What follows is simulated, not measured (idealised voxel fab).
Process module in this document: voxel transistor to metal
Cross-section cut: width 290 nm, square cells of 5 nm.
In this document a cross-section is written as a grid of square cells. It is given as a series of bands, listed from the top down, and a band is one or more rows of cells. Top height, bottom height, nm. Materials left to right, width each, nm. Single material + "full width" = fills band edge to edge. "blank" = empty. It should be noted that heights are counted from 0, beneath which the wafer as supplied is of one material throughout, and that the lowest band possesses no lower boundary but continues downward, as written in "0..down". The two numbers in a width such as "30 to 40" mark its ends across the band: the first belongs to the top row of cells, the second to the bottom row, and from each row to the next the width moves by the same amount. Take "no modifications" at face value: in the step it is given for, the cross-section changed in none of its cells. The entry "Trapped cavities" lists the empty spaces that cover at least 8 cells and have no open path to the top. Each is written as width x height at distance, where the distance is measured from the left edge and all three values are in nm. Note: text after step settings on the step line = simulator remark on that step. overlay nm: mask offset rightward from planned place, masked step; negative means leftward offset.
## Planned step list for the process
1: RECEIVE [material Si]
2: CONFORMAL_DEP [material SiO2] [thk nm 5]
3: CONFORMAL_DEP [material SiN] [thk nm 10]
4: PATTERN [tone cover] [mask id ACTIVE] [material resist] [width nm 105] [pitch nm 130] [thk nm 15] [overlay nm 0]
5: DIRECTIONAL_ETCH [etch materials SiN] [depth nm 10]
6: DIRECTIONAL_ETCH [etch materials SiO2] [depth nm 5]
7: DIRECTIONAL_ETCH [etch materials Si] [depth nm 20]
8: STRIP [etch materials resist]
9: FILL_DEP [material SiO2] [thk nm 10]
10: CMP [height nm 15]
11: SELECTIVE_ETCH [etch materials SiO2] [depth nm 10]
12: STRIP [etch materials SiN]
13: SELECTIVE_ETCH [etch materials SiO2] [depth nm 5]
14: OXIDIZE [depth nm 5]
15: DIRECTIONAL_DEP [material polySi] [thk nm 20]
16: DIRECTIONAL_DEP [material SiCN] [thk nm 15]
17: DIRECTIONAL_DEP [material aC] [thk nm 10]
18: PATTERN [tone cover] [mask id GATE] [material resist] [width nm 25] [pitch nm 130] [thk nm 30] [overlay nm 0]
19: DIRECTIONAL_ETCH [etch materials aC] [depth nm 10]
20: STRIP [etch materials resist]
21: DIRECTIONAL_ETCH [etch materials SiCN] [depth nm 25]
22: DIRECTIONAL_ETCH [etch materials polySi] [depth nm 30]
23: STRIP [etch materials aC]
24: CONFORMAL_DEP [material SiO2] [thk nm 5]
25: DIRECTIONAL_ETCH [etch materials SiO2] [depth nm 5]
26: CONFORMAL_DEP [material SiN] [thk nm 5]
27: DIRECTIONAL_ETCH [etch materials SiN] [depth nm 5]
28: DIRECTIONAL_ETCH [etch materials SiO2] [depth nm 5]
29: EPI [material SiGe] [thk nm 5]
30: FILL_DEP [material SiO2] [thk nm 10]
31: CMP [height nm 20]
32: STRIP [etch materials polySi]
33: SELECTIVE_ETCH [etch materials SiO2] [depth nm 5]
34: CONFORMAL_DEP [material HfO2] [thk nm 5]
35: CONFORMAL_DEP [material TiN] [thk nm 5]
36: FILL_DEP [material W] [thk nm 10]
37: CMP [height nm 15]
38: DIRECTIONAL_DEP [material SiO2] [thk nm 10]
39: DIRECTIONAL_DEP [material aC] [thk nm 15]
40: PATTERN [tone open] [mask id CONTACT] [material resist] [width nm 15] [thk nm 30] [overlay nm 0]
41: DIRECTIONAL_ETCH [etch materials aC] [depth nm 15]
42: STRIP [etch materials resist]
43: DIRECTIONAL_ETCH [etch materials SiO2] [depth nm 25]
44: STRIP [etch materials aC]
45: CONFORMAL_DEP [material TiN] [thk nm 5]
46: FILL_DEP [material Ru] [thk nm 10]
47: CMP [height nm 25]
48: CONFORMAL_DEP [material SiN] [thk nm 5]
49: DIRECTIONAL_DEP [material SiO2] [thk nm 20]
50: MASKED_ETCH [tone open] [mask id METAL_1] [width nm 15] [etch materials SiO2] [depth nm 20] [overlay nm 0]
51: MASKED_ETCH [tone open] [mask id METAL_1] [width nm 15] [etch materials SiN] [depth nm 5] [overlay nm 0]
52: CONFORMAL_DEP [material TiN] [thk nm 5]
53: FILL_DEP [material Cu] [thk nm 10]
54: CMP [height nm 50]
55: CONFORMAL_DEP [material SiCN] [thk nm 5]
56: DIRECTIONAL_DEP [material lowk] [thk nm 25]
57: MASKED_ETCH [tone open] [mask id METAL_2] [width nm 15] [pitch nm 130] [etch materials lowk] [depth nm 15] [overlay nm 0]
58: MASKED_ETCH [tone open] [mask id METAL_2_HOLES] [width nm 15] [pitch nm 130] [etch materials lowk] [depth nm 10] [overlay nm 0]
59: MASKED_ETCH [tone open] [mask id METAL_2_HOLES] [width nm 15] [pitch nm 130] [etch materials SiCN] [depth nm 5] [overlay nm 0]
60: CONFORMAL_DEP [material TiN] [thk nm 5]
61: FILL_DEP [material Cu] [thk nm 10]
62: CMP [height nm 80]
63: CONFORMAL_DEP [material SiCN] [thk nm 5]
## Step 1 complete: cross-section of the wafer as received
	0..down | Si full width
	Trapped cavities: none
## Module complete, cross-section. Starting point and plan per above. One mistake made in running the module
	85..80 | SiCN full width
	80..55 | 35 of lowk  5 of TiN  5 of Cu  5 of TiN  115 of lowk  5 of TiN  5 of Cu  5 of TiN  110 of lowk
	55..50 | 35 of SiCN  15 of TiN  115 of SiCN  15 of TiN  110 of SiCN
	50..35 | 35 of SiO2  5 of TiN  10 of Cu  5 of TiN  50 of SiO2  5 of TiN  10 of Cu  5 of TiN  40 of SiO2  5 of TiN  10 of Cu  5 of TiN  50 of SiO2  5 of TiN  10 of Cu  5 of TiN  35 of SiO2
	35..30 | 35 of SiO2  5 of TiN  5 of Cu  10 of TiN  50 of SiO2  5 of TiN  5 of Cu  10 of TiN  40 of SiO2  5 of TiN  5 of Cu  10 of TiN  50 of SiO2  5 of TiN  5 of Cu  10 of TiN  35 of SiO2
	30..25 | 35 of SiN  15 of TiN  55 of SiN  15 of TiN  45 of SiN  15 of TiN  55 of SiN  15 of TiN  40 of SiN
	25..15 | 35 of SiO2  5 of TiN  5 of Ru  5 of TiN  55 of SiO2  5 of TiN  5 of Ru  5 of TiN  45 of SiO2  5 of TiN  5 of Ru  5 of TiN  55 of SiO2  5 of TiN  5 of Ru  5 of TiN  40 of SiO2
	15..5 | 35 of SiO2  5 of TiN  5 of Ru  5 of TiN  5 of SiO2  5 of SiN  5 of HfO2  5 of TiN  15 of W  5 of TiN  5 of HfO2  5 of SiN  5 of SiO2  5 of TiN  5 of Ru  5 of TiN  45 of SiO2  5 of TiN  5 of Ru  5 of TiN  5 of SiO2  5 of SiN  5 of HfO2  5 of TiN  15 of W  5 of TiN  5 of HfO2  5 of SiN  5 of SiO2  5 of TiN  5 of Ru  5 of TiN  40 of SiO2
	5..0 | 35 of SiO2  15 of TiN  5 of SiO2  5 of SiN  5 of HfO2  25 of TiN  5 of HfO2  5 of SiN  5 of SiO2  15 of TiN  45 of SiO2  15 of TiN  5 of SiO2  5 of SiN  5 of HfO2  25 of TiN  5 of HfO2  5 of SiN  5 of SiO2  15 of TiN  40 of SiO2
	0..-5 | 20 of SiO2  35 of SiGe  5 of SiO2  35 of HfO2  5 of SiO2  35 of SiGe  15 of SiO2  35 of SiGe  5 of SiO2  35 of HfO2  5 of SiO2  35 of SiGe  25 of SiO2
	-5..-20 | 25 of SiO2  105 of Si  25 of SiO2  105 of Si  30 of SiO2
	-20..down | Si full width
	Trapped cavities: none
Against the plan, the run slipped here: step 50, actual vs plan mismatch, actual run MASKED_ETCH [tone open] [mask id METAL_1] [width nm 20] [etch materials SiO2] [depth nm 20] [overlay nm 0]
